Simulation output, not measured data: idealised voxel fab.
process module | voxel transistor to metal
cross-section cut | 300 nm wide | cells 5 nm
A cross-section is a grid of square cells, given in bands from the top down. A band is one or more rows of cells.
Each band's line starts with the height of the band's top and of its bottom, in nm. Then come its materials from left to right, each with its width in nm. One material with "throughout" fills the band from edge to edge. "air" is empty space.
Height 0 is the level under which the wafer as received is all one material. The lowest band goes on downwards, as in "0 down".
A width such as "30 to 40" changes by the same amount from each row of cells to the next, from the band's top row to its bottom row.
"no change" after a step means that no cell of the cross-section changed.
closed voids: empty space of 8 cells or more with no open way to the top, each as width x height at its distance from the left edge, in nm
after a step's settings: what the simulator itself notes on the step
overlay nm, on a step with a mask: how far to the right of its planned place the mask lay; to the left if negative
plan
1 op RECEIVE | material Si
2 op OXIDIZE | depth nm 5
3 op CONFORMAL_DEP | material SiN | thk nm 10
4 op DIRECTIONAL_DEP | material aC | thk nm 15
5 op PATTERN | tone cover | mask id ACTIVE | material resist | width nm 105 | pitch nm 135 | thk nm 35 | overlay nm 0
6 op DIRECTIONAL_ETCH | etch materials aC | depth nm 15
7 op STRIP | etch materials resist
8 op DIRECTIONAL_ETCH | etch materials SiN | depth nm 10
9 op DIRECTIONAL_ETCH | etch materials SiO2 | depth nm 5
10 op DIRECTIONAL_ETCH | etch materials Si | depth nm 30
11 op STRIP | etch materials aC
12 op FILL_DEP | material SiO2 | thk nm 15
13 op CMP | height nm 10
14 op SELECTIVE_ETCH | etch materials SiO2 | depth nm 10
15 op STRIP | etch materials SiN
16 op SELECTIVE_ETCH | etch materials SiO2 | depth nm 5
17 op OXIDIZE | depth nm 5
18 op DIRECTIONAL_DEP | material polySi | thk nm 25
19 op DIRECTIONAL_DEP | material SiCN | thk nm 15
20 op MASKED_ETCH | tone cover | mask id GATE | width nm 25 | pitch nm 135 | etch materials SiCN | depth nm 25 | overlay nm 0
21 op MASKED_ETCH | tone cover | mask id GATE | width nm 25 | pitch nm 135 | etch materials polySi | depth nm 35 | overlay nm 0
22 op CONFORMAL_DEP | material SiN | thk nm 5
23 op DIRECTIONAL_ETCH | etch materials SiN | depth nm 5
24 op DIRECTIONAL_ETCH | etch materials SiO2 | depth nm 5
25 op DIRECTIONAL_ETCH | etch materials Si | depth nm 15
26 op EPI | material SiGe | thk nm 15
27 op FILL_DEP | material SiO2 | thk nm 10
28 op CMP | height nm 20
29 op STRIP | etch materials polySi
30 op SELECTIVE_ETCH | etch materials SiO2 | depth nm 5
31 op CONFORMAL_DEP | material HfO2 | thk nm 5
32 op CONFORMAL_DEP | material TiN | thk nm 5
33 op FILL_DEP | material W | thk nm 5
34 op CMP | height nm 15
35 op DIRECTIONAL_DEP | material SiO2 | thk nm 10
36 op DIRECTIONAL_DEP | material aC | thk nm 10
37 op PATTERN | tone open | mask id CONTACT | material resist | width nm 15 | thk nm 25 | overlay nm 0
38 op DIRECTIONAL_ETCH | etch materials aC | depth nm 10
39 op STRIP | etch materials resist
40 op DIRECTIONAL_ETCH | etch materials SiO2 | depth nm 35
41 op STRIP | etch materials aC
42 op CONFORMAL_DEP | material TiN | thk nm 5
43 op FILL_DEP | material W | thk nm 10
44 op CMP | height nm 25
45 op CONFORMAL_DEP | material SiN | thk nm 5
46 op DIRECTIONAL_DEP | material lowk | thk nm 20
47 op MASKED_ETCH | tone open | mask id METAL_1 | width nm 15 | etch materials lowk | depth nm 20 | overlay nm 0
48 op MASKED_ETCH | tone open | mask id METAL_1 | width nm 15 | etch materials SiN | depth nm 5 | overlay nm 0
49 op CONFORMAL_DEP | material TiN | thk nm 5
50 op FILL_DEP | material W | thk nm 5
51 op CMP | height nm 50
52 op CONFORMAL_DEP | material SiCN | thk nm 5
53 op DIRECTIONAL_DEP | material lowk | thk nm 30
54 op PATTERN | tone open | mask id METAL_2 | material resist | width nm 15 | pitch nm 135 | thk nm 20 | overlay nm 0
55 op DIRECTIONAL_ETCH | etch materials lowk | depth nm 20
56 op STRIP | etch materials resist
57 op PATTERN | tone open | mask id METAL_2_HOLES | material resist | width nm 15 | pitch nm 135 | thk nm 20 | overlay nm 0
58 op DIRECTIONAL_ETCH | etch materials lowk | depth nm 10
59 op DIRECTIONAL_ETCH | etch materials SiCN | depth nm 5
60 op STRIP | etch materials resist
61 op CONFORMAL_DEP | material TiN | thk nm 5
62 op FILL_DEP | material Ru | thk nm 5
63 op CMP | height nm 85
64 op CONFORMAL_DEP | material SiCN | thk nm 5
as received, after step 1
  0 down: Si throughout
  closed voids: none
first wafer at the end, as planned
  90 to 85: SiCN throughout
  85 to 55: lowk 35 | TiN 5 | Ru 5 | TiN 5 | lowk 120 | TiN 5 | Ru 5 | TiN 5 | lowk 115
  55 to 50: SiCN 35 | TiN 15 | SiCN 120 | TiN 15 | SiCN 115
  50 to 30: lowk 35 | TiN 5 | W 5 | TiN 5 | lowk 65 | TiN 5 | W 5 | TiN 5 | lowk 40 | TiN 5 | W 5 | TiN 5 | lowk 65 | TiN 5 | W 5 | TiN 5 | lowk 35
  30 to 25: SiN 35 | TiN 15 | SiN 65 | TiN 15 | SiN 40 | TiN 15 | SiN 65 | TiN 15 | SiN 35
  25 to 15: SiO2 35 | TiN 5 | W 5 | TiN 5 | SiO2 65 | TiN 5 | W 5 | TiN 5 | SiO2 40 | TiN 5 | W 5 | TiN 5 | SiO2 65 | TiN 5 | W 5 | TiN 5 | SiO2 35
  15 to 5: SiO2 35 | TiN 5 | W 5 | TiN 5 | SiO2 15 | SiN 5 | HfO2 5 | TiN 5 | W 5 | TiN 5 | HfO2 5 | SiN 5 | SiO2 15 | TiN 5 | W 5 | TiN 5 | SiO2 40 | TiN 5 | W 5 | TiN 5 | SiO2 15 | SiN 5 | HfO2 5 | TiN 5 | W 5 | TiN 5 | HfO2 5 | SiN 5 | SiO2 15 | TiN 5 | W 5 | TiN 5 | SiO2 35
  5 to 0: SiO2 35 | TiN 5 | W 5 | TiN 5 | SiGe 15 | SiN 5 | HfO2 5 | TiN 5 | W 5 | TiN 5 | HfO2 5 | SiN 5 | SiGe 15 | TiN 5 | W 5 | TiN 5 | SiO2 40 | TiN 5 | W 5 | TiN 5 | SiGe 15 | SiN 5 | HfO2 5 | TiN 5 | W 5 | TiN 5 | HfO2 5 | SiN 5 | SiGe 15 | TiN 5 | W 5 | TiN 5 | SiO2 35
  0 to -5: SiO2 35 | TiN 5 | W 5 | TiN 5 | SiGe 15 | SiN 5 | HfO2 5 | TiN 15 | HfO2 5 | SiN 5 | SiGe 15 | TiN 5 | W 5 | TiN 5 | SiO2 40 | TiN 5 | W 5 | TiN 5 | SiGe 15 | SiN 5 | HfO2 5 | TiN 15 | HfO2 5 | SiN 5 | SiGe 15 | TiN 5 | W 5 | TiN 5 | SiO2 35
  -5 to -10: SiO2 35 | TiN 15 | SiGe 15 | HfO2 35 | SiGe 15 | TiN 15 | SiO2 40 | TiN 15 | SiGe 15 | HfO2 35 | SiGe 15 | TiN 15 | SiO2 35
  -10 to -25: SiO2 30 | SiGe 35 | Si 35 | SiGe 35 | SiO2 30 | SiGe 35 | Si 35 | SiGe 35 | SiO2 30
  -25 to -35: SiO2 30 | Si 105 | SiO2 30 | Si 105 | SiO2 30
  -35 down: Si throughout
  closed voids: none
second wafer at the end: like start, like plan, one mistake
  90 to 85: SiCN throughout
  85 to 55: lowk 35 | TiN 5 | Ru 5 | TiN 5 | lowk 120 | TiN 5 | Ru 5 | TiN 5 | lowk 115
  55 to 50: SiCN 35 | TiN 15 | SiCN 120 | TiN 15 | SiCN 115
  50 to 30: lowk 35 | TiN 5 | W 5 | TiN 5 | lowk 65 | TiN 5 | W 5 | TiN 5 | lowk 40 | TiN 5 | W 5 | TiN 5 | lowk 65 | TiN 5 | W 5 | TiN 5 | lowk 35
  30 to 25: SiN 35 | TiN 15 | SiN 65 | TiN 15 | SiN 40 | TiN 15 | SiN 65 | TiN 15 | SiN 35
  25 to 15: SiO2 35 | TiN 5 | W 5 | TiN 5 | SiO2 65 | TiN 5 | W 5 | TiN 5 | SiO2 40 | TiN 5 | W 5 | TiN 5 | SiO2 65 | TiN 5 | W 5 | TiN 5 | SiO2 35
  15 to 0: SiO2 35 | TiN 5 | W 5 | TiN 5 | SiO2 15 | SiN 5 | HfO2 5 | TiN 5 | W 5 | TiN 5 | HfO2 5 | SiN 5 | SiO2 15 | TiN 5 | W 5 | TiN 5 | SiO2 40 | TiN 5 | W 5 | TiN 5 | SiO2 15 | SiN 5 | HfO2 5 | TiN 5 | W 5 | TiN 5 | HfO2 5 | SiN 5 | SiO2 15 | TiN 5 | W 5 | TiN 5 | SiO2 35
  0 to -5: SiO2 35 | TiN 5 | W 5 | TiN 5 | SiO2 15 | SiN 5 | HfO2 5 | TiN 15 | HfO2 5 | SiN 5 | SiO2 15 | TiN 5 | W 5 | TiN 5 | SiO2 40 | TiN 5 | W 5 | TiN 5 | SiO2 15 | SiN 5 | HfO2 5 | TiN 15 | HfO2 5 | SiN 5 | SiO2 15 | TiN 5 | W 5 | TiN 5 | SiO2 35
  -5 to -10: SiO2 35 | TiN 15 | SiO2 15 | HfO2 35 | SiO2 15 | TiN 15 | SiO2 40 | TiN 15 | SiO2 15 | HfO2 35 | SiO2 15 | TiN 15 | SiO2 35
  -10 to -20: SiO2 throughout
  -20 to -35: SiO2 30 | Si 105 | SiO2 30 | Si 105 | SiO2 30
  -35 down: Si throughout
  closed voids: none
what went wrong: step 17 ran as: op OXIDIZE | depth nm 15
at the end the second wafer has, in cells: 120 fewer of SiGe | 120 more of SiO2
